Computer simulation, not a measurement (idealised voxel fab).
The process module that follows is named voxel released beams.
Xsec cut, 290 nm wide, square cell size 5 nm.
In what follows, cross-sections appear as grids of square cells, described through bands that run from the top down, where every band is one or more rows of cells.
Within each band entry, the heights of the top and of the bottom of the band appear first, in that order and in nm; the materials of the band then follow from left to right, each with its corresponding width in nm. The designation "everywhere" on a single material indicates that it fills the band from edge to edge; the designation "empty" indicates empty space.
Basically, 0 is our baseline, since under it the wafer straight out of the box is all one material. The bottom band has no lower end and keeps on going down, so it looks like "z 0 and below".
Note: "30 to 40" means the width goes from the first number (top row of the band) to the second number (bottom row) in equal steps per row of cells.
The designation "nothing altered", where it is given for a processing step, indicates that no cell of the cross-section was altered in the course of that step.
Closed-off voids of 8+ cells (no open route to the top) go in "Sealed void list", written width x height at distance from the left edge, in nm.
Anything after a step's settings on that line? It's the simulator's own note about the step.
Each step line may optionally specify "overlay nm", which for a step with a mask gives the rightward distance between the mask's planned place and where it lay, a negative value indicating the leftward direction.

PLANNED PROCESS STEPS
1: RECEIVE | material Si
2: CONFORMAL_DEP | material SiN | thk nm 10
3: DIRECTIONAL_DEP | material SiO2 | thk nm 10
4: PATTERN | tone open | mask id ANCHOR | material resist | width nm 45 | thk nm 15 | overlay nm 0
5: DIRECTIONAL_ETCH | etch materials SiO2 | depth nm 10
6: STRIP | etch materials resist
7: CONFORMAL_DEP | material polySi | thk nm 15
8: MASKED_ETCH | tone cover | mask id BEAM | width nm 105 | etch materials polySi | depth nm 15 | overlay nm 0
9: STRIP | etch materials SiO2

FIRST WAFER, TWO IN TOTAL, RUN AS PLANNED

WAFER AT RECEIPT (POST STEP 1), CROSS-SECTION
z 0 and below = Si everywhere
Sealed void list: none

AFTER STEP 2
z 10 to 0 = SiN everywhere
Whatever lies below 0 is exactly as it was before.

AFTER STEP 3
z 20 to 10 = SiO2 everywhere
Whatever lies below 10 is exactly as it was before.

AFTER STEP 4
z 35 to 20 = resist 95, empty 45, resist 150
Whatever lies below 20 is exactly as it was before.

AFTER STEP 5
z 35 to 20 = resist 95, empty 45, resist 150
z 20 to 10 = SiO2 95, empty 45, SiO2 150
Whatever lies below 10 is exactly as it was before.

AFTER STEP 6
z 20 to 10 = SiO2 95, empty 45, SiO2 150
Whatever lies below 10 is exactly as it was before.

AFTER STEP 7
z 35 to 25 = polySi 110, empty 15, polySi 165
z 25 to 20 = polySi everywhere
z 20 to 10 = SiO2 95, polySi 45, SiO2 150
Whatever lies below 10 is exactly as it was before.

AFTER STEP 8
z 35 to 25 = empty 90, polySi 20, empty 15, polySi 70, empty 95
z 25 to 20 = empty 90, polySi 105, empty 95
Whatever lies below 20 is exactly as it was before.

AFTER STEP 9
z 35 to 25 = empty 90, polySi 20, empty 15, polySi 70, empty 95
z 25 to 20 = empty 90, polySi 105, empty 95
z 20 to 10 = empty 95, polySi 45, empty 150
Whatever lies below 10 is exactly as it was before.

THE SECOND WAFER BEGAN EXACTLY AS THE FIRST DID AND FOLLOWED THE SAME PLAN, BUT ONE MISTAKE WAS MADE WHILE RUNNING IT; THROUGH STEP 1 INCLUSIVE, THE TWO WAFERS ARE IDENTICAL

Cross-sectional view of the second wafer at the intended end time of process step 2: nothing altered

CROSS-SECTIONAL VIEW OF THE SECOND WAFER AT THE INTENDED END TIME OF PROCESS STEP 3
z 10 to 0 = SiO2 everywhere
Whatever lies below 0 is exactly as it was before.

CROSS-SECTIONAL VIEW OF THE SECOND WAFER AT THE INTENDED END TIME OF PROCESS STEP 4
z 25 to 10 = resist 95, empty 45, resist 150
Whatever lies below 10 is exactly as it was before.

CROSS-SECTIONAL VIEW OF THE SECOND WAFER AT THE INTENDED END TIME OF PROCESS STEP 5
z 25 to 10 = resist 95, empty 45, resist 150
z 10 to 0 = SiO2 95, empty 45, SiO2 150
Whatever lies below 0 is exactly as it was before.

CROSS-SECTIONAL VIEW OF THE SECOND WAFER AT THE INTENDED END TIME OF PROCESS STEP 6
z 10 to 0 = SiO2 95, empty 45, SiO2 150
Whatever lies below 0 is exactly as it was before.

CROSS-SECTIONAL VIEW OF THE SECOND WAFER AT THE INTENDED END TIME OF PROCESS STEP 7
z 25 to 15 = polySi 110, empty 15, polySi 165
z 15 to 10 = polySi everywhere
z 10 to 0 = SiO2 95, polySi 45, SiO2 150
Whatever lies below 0 is exactly as it was before.

CROSS-SECTIONAL VIEW OF THE SECOND WAFER AT THE INTENDED END TIME OF PROCESS STEP 8
z 25 to 15 = empty 90, polySi 20, empty 15, polySi 70, empty 95
z 15 to 10 = empty 90, polySi 105, empty 95
Whatever lies below 10 is exactly as it was before.

CROSS-SECTIONAL VIEW OF THE SECOND WAFER AT THE INTENDED END TIME OF PROCESS STEP 9
z 25 to 15 = empty 90, polySi 20, empty 15, polySi 70, empty 95
z 15 to 10 = empty 90, polySi 105, empty 95
z 10 to 0 = empty 95, polySi 45, empty 150
Whatever lies below 0 is exactly as it was before.
Misprocessing identified: skipped: plan step 2 (never run)
Counted in cells at the end, the second wafer holds more or fewer of these materials than the first: SiN -116
